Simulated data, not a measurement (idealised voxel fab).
process module | voxel gate over fins
cross-section cut | 145 nm wide | cells 5 nm
A cross-section is a grid of square cells, given in bands from the top down. A band is one or more rows of cells.
Each band's line starts with the height of the band's top and of its bottom, in nm. Then come its materials from left to right, each with its width in nm. One material with "throughout" fills the band from edge to edge. "air" is empty space.
Height 0 is the level under which the wafer as received is all one material. The lowest band goes on downwards, as in "0 down".
A width such as "30 to 40" changes by the same amount from each row of cells to the next, from the band's top row to its bottom row.
"no change" after a step means that no cell of the cross-section changed.
closed voids: empty space of 8 cells or more with no open way to the top, each as width x height at its distance from the left edge, in nm
after a step's settings: what the simulator itself notes on the step
overlay nm, on a step with a mask: how far to the right of its planned place the mask lay; to the left if negative
Each pair below shows a cross-section before one step and the cross-section after it, down to the lowest band that changed. The line under each pair gives the step between them, with its settings. The pairs can come from different runs of this module on the same starting wafer, so a pair continues from the pair above only where its "before" says so.
before
  10 to 5: air 15 | TiN 25 | air 20 | TiN 25 | air 20 | TiN 25 | air 15
  5 to 0: air 10 | TiN 10 | HfO2 15 | TiN 10 | air 10 | TiN 10 | HfO2 15 | TiN 10 | air 10 | TiN 10 | HfO2 15 | TiN 10 | air 10
  0 to -5: air 10 | TiN 5 | HfO2 10 | Si 5 | HfO2 10 | TiN 5 | air 10 | TiN 5 | HfO2 10 | Si 5 | HfO2 10 | TiN 5 | air 10 | TiN 5 | HfO2 10 | Si 5 | HfO2 10 | TiN 5 | air 10
  -5 to -10: TiN 15 | HfO2 5 | Si 15 | HfO2 5 | TiN 20 | HfO2 5 | Si 15 | HfO2 5 | TiN 20 | HfO2 5 | Si 15 | HfO2 5 | TiN 15
  -10 to -15: HfO2 20 | Si 15 | HfO2 30 | Si 15 | HfO2 30 | Si 15 | HfO2 20
  -15 to -40: SiO2 20 | Si 15 | SiO2 30 | Si 15 | SiO2 30 | Si 15 | SiO2 20
  -40 down: Si throughout
  closed voids: none
after
  15 to 10: air 10 | TiAl 35 | air 10 | TiAl 35 | air 10 | TiAl 35 | air 10
  10 to 5: air 5 | TiAl 10 | TiN 25 | TiAl 20 | TiN 25 | TiAl 20 | TiN 25 | TiAl 10 | air 5
  5 to 0: air 5 | TiAl 5 | TiN 10 | HfO2 15 | TiN 10 | TiAl 10 | TiN 10 | HfO2 15 | TiN 10 | TiAl 10 | TiN 10 | HfO2 15 | TiN 10 | TiAl 5 | air 5
  0 to -5: TiAl 10 | TiN 5 | HfO2 10 | Si 5 | HfO2 10 | TiN 5 | TiAl 10 | TiN 5 | HfO2 10 | Si 5 | HfO2 10 | TiN 5 | TiAl 10 | TiN 5 | HfO2 10 | Si 5 | HfO2 10 | TiN 5 | TiAl 10
  below -5: unchanged
  closed voids: none
the step between: op CONFORMAL_DEP | material TiAl | thk nm 5
before: the cross-section after the pair above
after
  20 to 15: air 5 | TiN 135 | air 5
  15 to 10: TiN 10 | TiAl 35 | TiN 10 | TiAl 35 | TiN 10 | TiAl 35 | TiN 10
  10 to 5: TiN 5 | TiAl 10 | TiN 25 | TiAl 20 | TiN 25 | TiAl 20 | TiN 25 | TiAl 10 | TiN 5
  5 to 0: TiN 5 | TiAl 5 | TiN 10 | HfO2 15 | TiN 10 | TiAl 10 | TiN 10 | HfO2 15 | TiN 10 | TiAl 10 | TiN 10 | HfO2 15 | TiN 10 | TiAl 5 | TiN 5
  below 0: unchanged
  closed voids: none
the step between: op CONFORMAL_DEP | material TiN | thk nm 5
before: the cross-section after the pair above
after
  30 to 20: W throughout
  20 to 15: W 5 | TiN 135 | W 5
  below 15: unchanged
  closed voids: none
the step between: op FILL_DEP | material W | thk nm 10
before: the cross-section after the pair above
after
  25 to 20: W throughout
  below 20: unchanged
  closed voids: none
the step between: op CMP | height nm 25
before: the cross-section after the pair above
after
  35 to 25: SiCN throughout
  below 25: unchanged
  closed voids: none
the step between: op CONFORMAL_DEP | material SiCN | thk nm 10
before
  10 to 0: SiN throughout
  0 down: Si throughout
  closed voids: none
after
  10 to 0: air 15 | SiN 15 | air 30 | SiN 15 | air 30 | SiN 15 | air 25
  below 0: unchanged
  closed voids: none
the step between: op MASKED_ETCH | tone cover | mask id FINS | width nm 15 | pitch nm 45 | etch materials SiN | depth nm 10 | overlay nm -5
before: the cross-section after the pair above
after
  10 to 0: air 15 | SiN 15 | air 30 | SiN 15 | air 30 | SiN 15 | air 25
  0 to -35: air 15 | Si 20 | air 25 | Si 20 | air 25 | Si 20 | air 20
  below -35: unchanged
  closed voids: none
the step between: op MASKED_ETCH | tone cover | mask id FINS | width nm 15 | pitch nm 45 | etch materials Si | depth nm 35 | overlay nm 0
before: the cross-section after the pair above
after
  10 to 0: air 15 | SiN 15 | air 30 | SiN 15 | air 30 | SiN 15 | air 25
  0 to -5: air 15 | SiO2 5 | Si 5 | SiO2 10 | air 25 | SiO2 5 | Si 5 | SiO2 10 | air 25 | SiO2 5 | Si 5 | SiO2 10 | air 20
  -5 to -35: air 15 | SiO2 5 | Si 10 | SiO2 5 | air 25 | SiO2 5 | Si 10 | SiO2 5 | air 25 | SiO2 5 | Si 10 | SiO2 5 | air 20
  -35 to -40: SiO2 20 | Si 10 | SiO2 35 | Si 10 | SiO2 35 | Si 10 | SiO2 25
  below -40: unchanged
  closed voids: none
the step between: op OXIDIZE | depth nm 5
before: the cross-section after the pair above
after
  20 to 10: SiO2 throughout
  10 to 0: SiO2 15 | SiN 15 | SiO2 30 | SiN 15 | SiO2 30 | SiN 15 | SiO2 25
  0 to -5: SiO2 20 | Si 5 | SiO2 40 | Si 5 | SiO2 40 | Si 5 | SiO2 30
  -5 to -40: SiO2 20 | Si 10 | SiO2 35 | Si 10 | SiO2 35 | Si 10 | SiO2 25
  below -40: unchanged
  closed voids: none
the step between: op FILL_DEP | material SiO2 | thk nm 10
before: the cross-section after the pair above
after
  10 to 0: SiO2 15 | SiN 15 | SiO2 30 | SiN 15 | SiO2 30 | SiN 15 | SiO2 25
  below 0: unchanged
  closed voids: none
the step between: op CMP | height nm 10
before: the cross-section after the pair above
after
  10 to 0: air 15 | SiN 15 | air 30 | SiN 15 | air 30 | SiN 15 | air 25
  0 to -5: air 20 | Si 5 | air 40 | Si 5 | air 40 | Si 5 | air 30
  -5 to -15: air 20 | Si 10 | air 35 | Si 10 | air 35 | Si 10 | air 25
  below -15: unchanged
  closed voids: none
the step between: op SELECTIVE_ETCH | etch materials SiO2 | depth nm 25
before: the cross-section after the pair above
after
  0 to -5: air 20 | Si 5 | air 40 | Si 5 | air 40 | Si 5 | air 30
  below -5: unchanged
  closed voids: none
the step between: op STRIP | etch materials SiN
before: the cross-section after the pair above
after
  5 to 0: air 15 | HfO2 15 | air 30 | HfO2 15 | air 30 | HfO2 15 | air 25
  0 to -10: air 15 | HfO2 5 | Si 5 to 10 | HfO2 10 to 5 | air 25 | HfO2 5 | Si 5 to 10 | HfO2 10 to 5 | air 25 | HfO2 5 | Si 5 to 10 | HfO2 10 to 5 | air 20
  -10 to -15: HfO2 20 | Si 10 | HfO2 35 | Si 10 | HfO2 35 | Si 10 | HfO2 25
  below -15: unchanged
  closed voids: none
the step between: op CONFORMAL_DEP | material HfO2 | thk nm 5
before: the cross-section after the pair above
after
  10 to 5: air 10 | TiN 25 | air 20 | TiN 25 | air 20 | TiN 25 | air 20
  5 to 0: air 10 | TiN 5 | HfO2 15 | TiN 10 | air 15 | TiN 5 | HfO2 15 | TiN 10 | air 15 | TiN 5 | HfO2 15 | TiN 10 | air 15
  0 to -5: air 10 | TiN 5 | HfO2 5 | Si 5 | HfO2 10 | TiN 5 | air 15 | TiN 5 | HfO2 5 | Si 5 | HfO2 10 | TiN 5 | air 15 | TiN 5 | HfO2 5 | Si 5 | HfO2 10 | TiN 5 | air 15
  -5 to -10: TiN 15 | HfO2 5 | Si 10 | HfO2 5 | TiN 25 | HfO2 5 | Si 10 | HfO2 5 | TiN 25 | HfO2 5 | Si 10 | HfO2 5 | TiN 20
  below -10: unchanged
  closed voids: none
the step between: op CONFORMAL_DEP | material TiN | thk nm 5
before: the cross-section after the pair above
after
  15 to 10: air 5 | TiAl 35 | air 10 | TiAl 35 | air 10 | TiAl 35 | air 15
  10 to 5: air 5 | TiAl 5 | TiN 25 | TiAl 10 | air 5 | TiAl 5 | TiN 25 | TiAl 10 | air 5 | TiAl 5 | TiN 25 | TiAl 10 | air 10
  5 to 0: air 5 | TiAl 5 | TiN 5 | HfO2 15 | TiN 10 | TiAl 5 | air 5 | TiAl 5 | TiN 5 | HfO2 15 | TiN 10 | TiAl 5 | air 5 | TiAl 5 | TiN 5 | HfO2 15 | TiN 10 | TiAl 5 | air 10
  0 to -5: TiAl 10 | TiN 5 | HfO2 5 | Si 5 | HfO2 10 | TiN 5 | TiAl 15 | TiN 5 | HfO2 5 | Si 5 | HfO2 10 | TiN 5 | TiAl 15 | TiN 5 | HfO2 5 | Si 5 | HfO2 10 | TiN 5 | TiAl 15
  below -5: unchanged
  closed voids: none
the step between: op CONFORMAL_DEP | material TiAl | thk nm 5
before: the cross-section after the pair above
after
  20 to 15: TiN 135 | air 10
  15 to 10: TiN 5 | TiAl 35 | TiN 10 | TiAl 35 | TiN 10 | TiAl 35 | TiN 10 | air 5
  10 to 5: TiN 5 | TiAl 5 | TiN 25 | TiAl 10 | TiN 5 | TiAl 5 | TiN 25 | TiAl 10 | TiN 5 | TiAl 5 | TiN 25 | TiAl 10 | TiN 5 | air 5
  5 to 0: TiN 5 | TiAl 5 | TiN 5 | HfO2 15 | TiN 10 | TiAl 5 | TiN 5 | TiAl 5 | TiN 5 | HfO2 15 | TiN 10 | TiAl 5 | TiN 5 | TiAl 5 | TiN 5 | HfO2 15 | TiN 10 | TiAl 5 | TiN 10
  below 0: unchanged
  closed voids: none
the step between: op CONFORMAL_DEP | material TiN | thk nm 5
before: the cross-section after the pair above
after
  30 to 20: W throughout
  20 to 15: TiN 135 | W 10
  15 to 10: TiN 5 | TiAl 35 | TiN 10 | TiAl 35 | TiN 10 | TiAl 35 | TiN 10 | W 5
  10 to 5: TiN 5 | TiAl 5 | TiN 25 | TiAl 10 | TiN 5 | TiAl 5 | TiN 25 | TiAl 10 | TiN 5 | TiAl 5 | TiN 25 | TiAl 10 | TiN 5 | W 5
  below 5: unchanged
  closed voids: none
the step between: op FILL_DEP | material W | thk nm 10
before: the cross-section after the pair above
after
  25 to 20: W throughout
  below 20: unchanged
  closed voids: none
the step between: op CMP | height nm 25
before: the cross-section after the pair above
after
  35 to 25: SiCN throughout
  below 25: unchanged
  closed voids: none
the step between: op CONFORMAL_DEP | material SiCN | thk nm 10
before
  25 to 20: W throughout
  20 to 15: W 5 | TiN 135 | W 5
  15 to 10: W 5 | TiN 5 | TiAl 35 | TiN 10 | TiAl 35 | TiN 10 | TiAl 35 | TiN 5 | W 5
  10 to 5: W 5 | TiN 5 | TiAl 5 | TiN 25 | TiAl 5 | TiN 10 | TiAl 5 | TiN 25 | TiAl 5 | TiN 10 | TiAl 5 | TiN 25 | TiAl 5 | TiN 5 | W 5
  5 to 0: TiN 10 | TiAl 5 | TiN 5 | HfO2 15 | TiN 5 | TiAl 5 | TiN 10 | TiAl 5 | TiN 5 | HfO2 15 | TiN 5 | TiAl 5 | TiN 10 | TiAl 5 | TiN 5 | HfO2 15 | TiN 5 | TiAl 5 | TiN 10
  0 to -5: TiAl 15 | TiN 5 | HfO2 5 | Si 5 | HfO2 5 | TiN 5 | TiAl 20 | TiN 5 | HfO2 5 | Si 5 | HfO2 5 | TiN 5 | TiAl 20 | TiN 5 | HfO2 5 | Si 5 | HfO2 5 | TiN 5 | TiAl 15
  -5 to -10: TiN 20 | HfO2 5 | Si 5 | HfO2 5 | TiN 30 | HfO2 5 | Si 5 | HfO2 5 | TiN 30 | HfO2 5 | Si 5 | HfO2 5 | TiN 20
  -10 to -15: HfO2 25 | Si 5 | HfO2 40 | Si 5 | HfO2 40 | Si 5 | HfO2 25
  -15 to -40: SiO2 25 | Si 5 | SiO2 40 | Si 5 | SiO2 40 | Si 5 | SiO2 25
  -40 down: Si throughout
  closed voids: none
after
  35 to 25: SiO2 throughout
  below 25: unchanged
  closed voids: none
the step between: op CONFORMAL_DEP | material SiO2 | thk nm 10
before
  10 to 0: SiN throughout
  0 down: Si throughout
  closed voids: none
after
  10 to 0: SiN 20 | air 15 | SiN 30 | air 15 | SiN 30 | air 15 | SiN 20
  below 0: unchanged
  closed voids: none
the step between: op MASKED_ETCH | tone open | mask id FINS | width nm 15 | pitch nm 45 | etch materials SiN | depth nm 10 | overlay nm 0
before: the cross-section after the pair above
after
  10 to 0: SiN 20 | air 15 | SiN 30 | air 15 | SiN 30 | air 15 | SiN 20
  0 to -5: Si 15 | SiO2 25 | Si 20 | SiO2 25 | Si 20 | SiO2 25 | Si 15
  below -5: unchanged
  closed voids: none
the step between: op OXIDIZE | depth nm 5
before: the cross-section after the pair above
after
  20 to 10: SiO2 throughout
  10 to 0: SiN 20 | SiO2 15 | SiN 30 | SiO2 15 | SiN 30 | SiO2 15 | SiN 20
  below 0: unchanged
  closed voids: none
the step between: op FILL_DEP | material SiO2 | thk nm 10
before: the cross-section after the pair above
after
  10 to 0: SiN 20 | SiO2 15 | SiN 30 | SiO2 15 | SiN 30 | SiO2 15 | SiN 20
  below 0: unchanged
  closed voids: none
the step between: op CMP | height nm 10
before: the cross-section after the pair above
after
  10 to 0: SiN 20 | air 15 | SiN 30 | air 15 | SiN 30 | air 15 | SiN 20
  0 to -5: Si 15 | air 25 | Si 20 | air 25 | Si 20 | air 25 | Si 15
  below -5: unchanged
  closed voids: none
the step between: op SELECTIVE_ETCH | etch materials SiO2 | depth nm 25
before: the cross-section after the pair above
after
  0 to -5: Si 15 | air 25 | Si 20 | air 25 | Si 20 | air 25 | Si 15
  below -5: unchanged
  closed voids: none
the step between: op STRIP | etch materials SiN
before: the cross-section after the pair above
after
  5 to 0: HfO2 20 | air 15 | HfO2 30 | air 15 | HfO2 30 | air 15 | HfO2 20
  0 to -5: Si 15 | HfO2 25 | Si 20 | HfO2 25 | Si 20 | HfO2 25 | Si 15
  below -5: unchanged
  closed voids: none
the step between: op CONFORMAL_DEP | material HfO2 | thk nm 5
before: the cross-section after the pair above
after
  10 to 5: TiN 25 | air 5 | TiN 40 | air 5 | TiN 40 | air 5 | TiN 25
  5 to 0: HfO2 20 | TiN 15 | HfO2 30 | TiN 15 | HfO2 30 | TiN 15 | HfO2 20
  below 0: unchanged
  closed voids: none
the step between: op CONFORMAL_DEP | material TiN | thk nm 5
before: the cross-section after the pair above
after
  15 to 10: TiAl throughout
  10 to 5: TiN 25 | TiAl 5 | TiN 40 | TiAl 5 | TiN 40 | TiAl 5 | TiN 25
  below 5: unchanged
  closed voids: none
the step between: op CONFORMAL_DEP | material TiAl | thk nm 5
before: the cross-section after the pair above
after
  20 to 15: TiN throughout
  below 15: unchanged
  closed voids: none
the step between: op CONFORMAL_DEP | material TiN | thk nm 5
before: the cross-section after the pair above
after
  30 to 20: W throughout
  below 20: unchanged
  closed voids: none
the step between: op FILL_DEP | material W | thk nm 10
before: the cross-section after the pair above
after
  25 to 20: W throughout
  below 20: unchanged
  closed voids: none
the step between: op CMP | height nm 25
before: the cross-section after the pair above
after
  35 to 25: SiCN throughout
  below 25: unchanged
  closed voids: none
the step between: op CONFORMAL_DEP | material SiCN | thk nm 10
